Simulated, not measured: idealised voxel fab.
Process module in this document: voxel fin reveal
Cross-section cut: width 245 nm, square cells of 5 nm.
Cross-section, as written here: a square-cell grid given band by band from the top down, where a band holds one or more rows of cells. For a band, the entry starts with two heights in nm, that of the top and then that of the bottom, and carries on with the band's materials in order from left to right, each alongside its width in nm; the word "full width" beside a single material means it fills the band edge to edge, and "air" means empty space. It should be noted that heights are counted from 0, beneath which the wafer as supplied is of one material throughout, and that the lowest band possesses no lower boundary but continues downward, as written in "0 and below". Width "30..40": first value at the band's top row of cells, second value at its bottom row, equal change from row to row. For the purposes of this document, the phrase "remained unchanged" attached to a step denotes that no cell within the cross-section was modified by that step. If an empty space has no open way to the top and is at least 8 cells in size, "Entrapped voids" lists it, written width x height at distance, where distance is measured from the left edge and every value is in nm. Whatever follows a step's settings on its line is a remark the simulator itself makes about that step. Regarding "overlay nm": on a step with a mask, it is the distance the mask lay to the right of its planned place; a negative value places it to the left.
The process steps that were planned are listed below
1) RECEIVE with material Si
2) CONFORMAL_DEP with material SiN, thk nm 10
3) MASKED_ETCH with tone cover, mask id FINS, width nm 15, pitch nm 40, etch materials SiN, depth nm 10, overlay nm 0
4) MASKED_ETCH with tone cover, mask id FINS, width nm 15, pitch nm 40, etch materials Si, depth nm 35, overlay nm 0
5) OXIDIZE with depth nm 5
6) FILL_DEP with material SiO2, thk nm 15
7) CMP with height nm 10
8) SELECTIVE_ETCH with etch materials SiO2, depth nm 30
9) STRIP with etch materials SiN
Received-state cross-section, reflecting completion of step 1
    0 and below = Si full width
    Entrapped voids: none
Figure: cross-sectional view of the wafer upon completion of the module, processed from the initial state and according to the plan depicted above, with one error introduced during execution
    0 down to -20 = air (100), then Si (5), then air (35), then Si (5), then air (100)
    -20 down to -45 = SiO2 (100), then Si (5), then SiO2 (35), then Si (5), then SiO2 (100)
    -45 and below = Si full width
    Entrapped voids: none
The plan and the run diverged here: step 4 deviated from plan and actually ran as MASKED_ETCH with tone cover, mask id FINS, width nm 15, pitch nm 40, etch materials Si, depth nm 40, overlay nm 0
